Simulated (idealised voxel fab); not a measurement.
The following is a process module called voxel lift off.
Shown is cross-section cut, with a width of 270 nm and square cells of size 5 nm.
Cross-section layout: square cells on a grid; listed as bands, top to bottom; a band spans one or more cell rows. It is stipulated that each band's entry specify, in nanometres, the height of the top of the band and then that of its bottom, followed by the materials of the band in left-to-right sequence, each together with its width in nanometres. A single material marked by the word "throughout" is understood to fill the band from edge to edge; the word "blank" is understood to denote empty space. Height reference: 0 = level under which incoming wafer is all one material. Lowest band: no bottom, runs on downward, e.g. "0 and below". The expression "30 to 40" gives the width at the extremes of the band, the first number at its top row of cells and the second at its bottom row, with the width changing by equal amounts from each row to the next in between. Where a step carries "all unchanged", the cross-section came out of it unchanged, cell for cell. Under "Completely enclosed voids" you'll find the enclosed gaps, the ones with no way out to the top, that are 8 cells or bigger; each reads width x height at distance, with distance counted from the left edge, everything in nm. If you see something after the settings on a step's line, that's the simulator's own remark about that step. The "overlay nm" setting may appear on a step's line; for a step that uses a mask, it gives how far to the right of its planned position the mask lay, and a negative value indicates the left.
The steps planned for the process are as follows:
1: RECEIVE with material Si
2: CONFORMAL_DEP with material SiO2, thk nm 5
3: PATTERN with tone open, mask id LINES, material resist, width nm 25, pitch nm 50, thk nm 30, overlay nm 0
4: DIRECTIONAL_DEP with material Ru, thk nm 15
5: STRIP with etch materials resist
6: CONFORMAL_DEP with material SiO2, thk nm 10
Wafer at receipt (post step 1), cross-section:
	0 and below: Si throughout
	Completely enclosed voids: none
Starting structure and process plan are as shown above, but one mistake was made in running the module; the wafer cross-section at the end of the module follows:
	30 down to 20: 55 nm SiO2 | 5 nm blank | 45 nm SiO2 | 5 nm blank | 45 nm SiO2 | 5 nm blank | 45 nm SiO2 | 5 nm blank | 60 nm SiO2
	20 down to 15: 45 nm Ru | 10 nm SiO2 | 5 nm blank | 10 nm SiO2 | 25 nm Ru | 10 nm SiO2 | 5 nm blank | 10 nm SiO2 | 25 nm Ru | 10 nm SiO2 | 5 nm blank | 10 nm SiO2 | 25 nm Ru | 10 nm SiO2 | 5 nm blank | 10 nm SiO2 | 50 nm Ru
	15 down to 5: 45 nm Ru | 25 nm SiO2 | 25 nm Ru | 25 nm SiO2 | 25 nm Ru | 25 nm SiO2 | 25 nm Ru | 25 nm SiO2 | 50 nm Ru
	5 down to 0: SiO2 throughout
	0 and below: Si throughout
	Completely enclosed voids: none
What was the processing mistake? it should be noted that step 3 was executed with settings other than those planned, the operation and settings actually applied being PATTERN with tone cover, mask id LINES, material resist, width nm 25, pitch nm 50, thk nm 30, overlay nm 0
